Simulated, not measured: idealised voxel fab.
The document below concerns the process module designated voxel self aligned contacts.
The figure presents cross-section cut, which has a width of 285 nm and is divided into square cells with an edge length of 5 nm.
Just so we're on the same page, the cross-sections are grids of square cells, and they're listed out in bands top to bottom, each band one or more rows deep.
A band entry consists of two parts. The first gives the height of the band's top and the height of its bottom, in nm. The rest lists the band's materials from left to right, each with its width in nm. A single material labelled with the word "all across" fills the band from edge to edge, and the word "blank" marks empty space.
Height datum 0, below which the as-received substrate wafer is one material. Lowest band open at the bottom, running downward: "0 and below".
Width: "30->40" (first number = top row, second number = bottom row, same change from row to row of cells).
"stayed the same" -> step changed no cross-section cell.
You'll see "Unvented cavities" listing empty spaces that have no way open to the top, as long as they're 8 cells or more; the notation is width x height at distance, where the distance is from the left edge, and all of it is in nm.
Heads up: the bit after the settings on a step's line is the simulator's remark on that step.
For masked steps, "overlay nm" on the step line gives how far right of plan the mask actually lay; a minus sign means it lay to the left.
The process steps that were planned are listed below
step 1: RECEIVE (material Si)
step 2: OXIDIZE (depth nm 5)
step 3: DIRECTIONAL_DEP (material polySi; thk nm 30)
step 4: DIRECTIONAL_DEP (material SiN; thk nm 20)
step 5: DIRECTIONAL_DEP (material aC; thk nm 15)
step 6: PATTERN (tone cover; mask id GATE; material resist; width nm 25; pitch nm 60; thk nm 30; overlay nm 0)
step 7: DIRECTIONAL_ETCH (etch materials aC; depth nm 15)
step 8: STRIP (etch materials resist)
step 9: DIRECTIONAL_ETCH (etch materials SiN; depth nm 20)
step 10: DIRECTIONAL_ETCH (etch materials polySi; depth nm 30)
step 11: STRIP (etch materials aC)
step 12: CONFORMAL_DEP (material SiN; thk nm 10)
step 13: DIRECTIONAL_ETCH (etch materials SiN; depth nm 10)
step 14: FILL_DEP (material SiO2; thk nm 15)
step 15: CMP (height nm 55)
step 16: MASKED_ETCH (tone open; mask id CONTACT; width nm 45; pitch nm 60; etch materials SiO2; depth nm 60; overlay nm 0)
step 17: CONFORMAL_DEP (material TiN; thk nm 5)
step 18: FILL_DEP (material Ru; thk nm 10)
step 19: CMP (height nm 55)
step 20: CONFORMAL_DEP (material SiN; thk nm 5)
Wafer at receipt (post step 1), cross-section
  0 and below  Si all across
  Unvented cavities: none
Post-module cross-section of the first of two wafers (run per plan)
  60 down to 55  SiN all across
  55 down to 50  SiO2: 90, then TiN: 20, then Ru: 5, then TiN: 20, then SiO2: 15, then TiN: 20, then Ru: 5, then TiN: 20, then SiO2: 90
  50 down to 30  SiO2: 60, then SiN: 45, then TiN: 5, then Ru: 5, then TiN: 5, then SiN: 45, then TiN: 5, then Ru: 5, then TiN: 5, then SiN: 45, then SiO2: 60
  30 down to 0  SiO2: 60, then SiN: 10, then polySi: 25, then SiN: 10, then TiN: 5, then Ru: 5, then TiN: 5, then SiN: 10, then polySi: 25, then SiN: 10, then TiN: 5, then Ru: 5, then TiN: 5, then SiN: 10, then polySi: 25, then SiN: 10, then SiO2: 60
  0 down to -5  SiO2: 105, then TiN: 15, then SiO2: 45, then TiN: 15, then SiO2: 105
  -5 and below  Si all across
  Unvented cavities: none
Here is the second of the two wafers cut open at the end of the module - same start, same plan as the first one, but we made one mistake running it
  60 down to 55  SiN all across
  55 down to 35  SiO2: 60, then SiN: 10, then polySi: 25, then SiN: 10, then TiN: 5, then Ru: 5, then TiN: 5, then SiN: 10, then polySi: 25, then SiN: 10, then TiN: 5, then Ru: 5, then TiN: 5, then SiN: 10, then polySi: 25, then SiN: 10, then SiO2: 60
  35 down to 30  SiO2: 60, then SiN: 10, then polySi: 25, then SiN: 10, then TiN: 15, then SiN: 10, then polySi: 25, then SiN: 10, then TiN: 15, then SiN: 10, then polySi: 25, then SiN: 10, then SiO2: 60
  30 down to 0  polySi all across
  0 down to -5  SiO2 all across
  -5 and below  Si all across
  Unvented cavities: none
The mistake made against the process plan was this: step 3 of the plan was carried out twice
Upon completion, the second wafer contains, in terms of cells, a greater or smaller amount of certain materials than the first wafer: Ru -14 | SiN -120 | SiO2 -153 | TiN -40 | polySi +327
